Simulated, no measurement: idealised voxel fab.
process module | voxel quadruple lines
cross-section cut | 245 nm wide | cells 5 nm
A cross-section is a grid of square cells, given in bands from the top down. A band is one or more rows of cells.
Each band's line starts with the height of the band's top and of its bottom, in nm. Then come its materials from left to right, each with its width in nm. One material with "throughout" fills the band from edge to edge. "air" is empty space.
Height 0 is the level under which the wafer as received is all one material. The lowest band goes on downwards, as in "0 down".
A width such as "30 to 40" changes by the same amount from each row of cells to the next, from the band's top row to its bottom row.
"no change" after a step means that no cell of the cross-section changed.
closed voids: empty space of 8 cells or more with no open way to the top, each as width x height at its distance from the left edge, in nm
after a step's settings: what the simulator itself notes on the step
overlay nm, on a step with a mask: how far to the right of its planned place the mask lay; to the left if negative
plan
1 op RECEIVE | material Si
2 op CONFORMAL_DEP | material Al2O3 | thk nm 10
3 op DIRECTIONAL_DEP | material TiN | thk nm 10
4 op DIRECTIONAL_DEP | material polySi | thk nm 15
5 op DIRECTIONAL_DEP | material aC | thk nm 25
6 op PATTERN | tone cover | mask id MANDREL | material resist | width nm 25 | pitch nm 80 | thk nm 35 | overlay nm 0
7 op DIRECTIONAL_ETCH | etch materials aC | depth nm 25
8 op STRIP | etch materials resist
9 op CONFORMAL_DEP | material SiO2 | thk nm 15
10 op DIRECTIONAL_ETCH | etch materials SiO2 | depth nm 15
11 op STRIP | etch materials aC
12 op DIRECTIONAL_ETCH | etch materials polySi | depth nm 15
13 op STRIP | etch materials SiO2
14 op CONFORMAL_DEP | material SiN | thk nm 5
15 op DIRECTIONAL_ETCH | etch materials SiN | depth nm 5
16 op STRIP | etch materials polySi
17 op DIRECTIONAL_ETCH | etch materials TiN | depth nm 10
18 op STRIP | etch materials SiN
first wafer, as planned
as received, after step 1
  0 down: Si throughout
  closed voids: none
after step 2
  10 to 0: Al2O3 throughout
  below 0: unchanged
after step 3
  20 to 10: TiN throughout
  below 10: unchanged
after step 4
  35 to 20: polySi throughout
  below 20: unchanged
after step 5
  60 to 35: aC throughout
  below 35: unchanged
after step 6
  95 to 60: air 70 | resist 25 | air 55 | resist 25 | air 70
  below 60: unchanged
after step 7
  70 to 60: air 70 | resist 25 | air 55 | resist 25 | air 70
  60 to 35: air 70 | aC 25 | air 55 | aC 25 | air 70
  below 35: unchanged
after step 8
  60 to 35: air 70 | aC 25 | air 55 | aC 25 | air 70
  below 35: unchanged
after step 9
  75 to 60: air 55 | SiO2 55 | air 25 | SiO2 55 | air 55
  60 to 50: air 55 | SiO2 15 | aC 25 | SiO2 15 | air 25 | SiO2 15 | aC 25 | SiO2 15 | air 55
  50 to 35: SiO2 70 | aC 25 | SiO2 55 | aC 25 | SiO2 70
  below 35: unchanged
after step 10
  60 to 35: air 55 | SiO2 15 | aC 25 | SiO2 15 | air 25 | SiO2 15 | aC 25 | SiO2 15 | air 55
  below 35: unchanged
after step 11
  60 to 35: air 55 | SiO2 15 | air 25 | SiO2 15 | air 25 | SiO2 15 | air 25 | SiO2 15 | air 55
  below 35: unchanged
after step 12
  60 to 35: air 55 | SiO2 15 | air 25 | SiO2 15 | air 25 | SiO2 15 | air 25 | SiO2 15 | air 55
  35 to 20: air 55 | polySi 15 | air 25 | polySi 15 | air 25 | polySi 15 | air 25 | polySi 15 | air 55
  below 20: unchanged
after step 13
  35 to 20: air 55 | polySi 15 | air 25 | polySi 15 | air 25 | polySi 15 | air 25 | polySi 15 | air 55
  below 20: unchanged
after step 14
  40 to 35: air 50 | SiN 25 | air 15 | SiN 25 | air 15 | SiN 25 | air 15 | SiN 25 | air 50
  35 to 25: air 50 | SiN 5 | polySi 15 | SiN 5 | air 15 | SiN 5 | polySi 15 | SiN 5 | air 15 | SiN 5 | polySi 15 | SiN 5 | air 15 | SiN 5 | polySi 15 | SiN 5 | air 50
  25 to 20: SiN 55 | polySi 15 | SiN 25 | polySi 15 | SiN 25 | polySi 15 | SiN 25 | polySi 15 | SiN 55
  below 20: unchanged
after step 15
  35 to 20: air 50 | SiN 5 | polySi 15 | SiN 5 | air 15 | SiN 5 | polySi 15 | SiN 5 | air 15 | SiN 5 | polySi 15 | SiN 5 | air 15 | SiN 5 | polySi 15 | SiN 5 | air 50
  below 20: unchanged
after step 16
  35 to 20: air 50 | SiN 5 | air 15 | SiN 5 | air 15 | SiN 5 | air 15 | SiN 5 | air 15 | SiN 5 | air 15 | SiN 5 | air 15 | SiN 5 | air 15 | SiN 5 | air 50
  below 20: unchanged
after step 17
  35 to 20: air 50 | SiN 5 | air 15 | SiN 5 | air 15 | SiN 5 | air 15 | SiN 5 | air 15 | SiN 5 | air 15 | SiN 5 | air 15 | SiN 5 | air 15 | SiN 5 | air 50
  20 to 10: air 50 | TiN 5 | air 15 | TiN 5 | air 15 | TiN 5 | air 15 | TiN 5 | air 15 | TiN 5 | air 15 | TiN 5 | air 15 | TiN 5 | air 15 | TiN 5 | air 50
  below 10: unchanged
after step 18
  20 to 10: air 50 | TiN 5 | air 15 | TiN 5 | air 15 | TiN 5 | air 15 | TiN 5 | air 15 | TiN 5 | air 15 | TiN 5 | air 15 | TiN 5 | air 15 | TiN 5 | air 50
  below 10: unchanged
second wafer: like start, like plan, one mistake. Through step 1 it matches the first wafer
when step 2 should have ended: no change
when step 3 should have ended
  10 to 0: TiN throughout
  below 0: unchanged
when step 4 should have ended
  25 to 10: polySi throughout
  below 10: unchanged
when step 5 should have ended
  50 to 25: aC throughout
  below 25: unchanged
when step 6 should have ended
  85 to 50: air 70 | resist 25 | air 55 | resist 25 | air 70
  below 50: unchanged
when step 7 should have ended
  60 to 50: air 70 | resist 25 | air 55 | resist 25 | air 70
  50 to 25: air 70 | aC 25 | air 55 | aC 25 | air 70
  below 25: unchanged
when step 8 should have ended
  50 to 25: air 70 | aC 25 | air 55 | aC 25 | air 70
  below 25: unchanged
when step 9 should have ended
  65 to 50: air 55 | SiO2 55 | air 25 | SiO2 55 | air 55
  50 to 40: air 55 | SiO2 15 | aC 25 | SiO2 15 | air 25 | SiO2 15 | aC 25 | SiO2 15 | air 55
  40 to 25: SiO2 70 | aC 25 | SiO2 55 | aC 25 | SiO2 70
  below 25: unchanged
when step 10 should have ended
  50 to 25: air 55 | SiO2 15 | aC 25 | SiO2 15 | air 25 | SiO2 15 | aC 25 | SiO2 15 | air 55
  below 25: unchanged
when step 11 should have ended
  50 to 25: air 55 | SiO2 15 | air 25 | SiO2 15 | air 25 | SiO2 15 | air 25 | SiO2 15 | air 55
  below 25: unchanged
when step 12 should have ended
  50 to 25: air 55 | SiO2 15 | air 25 | SiO2 15 | air 25 | SiO2 15 | air 25 | SiO2 15 | air 55
  25 to 10: air 55 | polySi 15 | air 25 | polySi 15 | air 25 | polySi 15 | air 25 | polySi 15 | air 55
  below 10: unchanged
when step 13 should have ended
  25 to 10: air 55 | polySi 15 | air 25 | polySi 15 | air 25 | polySi 15 | air 25 | polySi 15 | air 55
  below 10: unchanged
when step 14 should have ended
  30 to 25: air 50 | SiN 25 | air 15 | SiN 25 | air 15 | SiN 25 | air 15 | SiN 25 | air 50
  25 to 15: air 50 | SiN 5 | polySi 15 | SiN 5 | air 15 | SiN 5 | polySi 15 | SiN 5 | air 15 | SiN 5 | polySi 15 | SiN 5 | air 15 | SiN 5 | polySi 15 | SiN 5 | air 50
  15 to 10: SiN 55 | polySi 15 | SiN 25 | polySi 15 | SiN 25 | polySi 15 | SiN 25 | polySi 15 | SiN 55
  below 10: unchanged
when step 15 should have ended
  25 to 10: air 50 | SiN 5 | polySi 15 | SiN 5 | air 15 | SiN 5 | polySi 15 | SiN 5 | air 15 | SiN 5 | polySi 15 | SiN 5 | air 15 | SiN 5 | polySi 15 | SiN 5 | air 50
  below 10: unchanged
when step 16 should have ended
  25 to 10: air 50 | SiN 5 | air 15 | SiN 5 | air 15 | SiN 5 | air 15 | SiN 5 | air 15 | SiN 5 | air 15 | SiN 5 | air 15 | SiN 5 | air 15 | SiN 5 | air 50
  below 10: unchanged
when step 17 should have ended
  25 to 10: air 50 | SiN 5 | air 15 | SiN 5 | air 15 | SiN 5 | air 15 | SiN 5 | air 15 | SiN 5 | air 15 | SiN 5 | air 15 | SiN 5 | air 15 | SiN 5 | air 50
  10 to 0: air 50 | TiN 5 | air 15 | TiN 5 | air 15 | TiN 5 | air 15 | TiN 5 | air 15 | TiN 5 | air 15 | TiN 5 | air 15 | TiN 5 | air 15 | TiN 5 | air 50
  below 0: unchanged
when step 18 should have ended
  10 to 0: air 50 | TiN 5 | air 15 | TiN 5 | air 15 | TiN 5 | air 15 | TiN 5 | air 15 | TiN 5 | air 15 | TiN 5 | air 15 | TiN 5 | air 15 | TiN 5 | air 50
  below 0: unchanged
what went wrong: step 2 was left out
at the end the second wafer has, in cells: 98 fewer of Al2O3
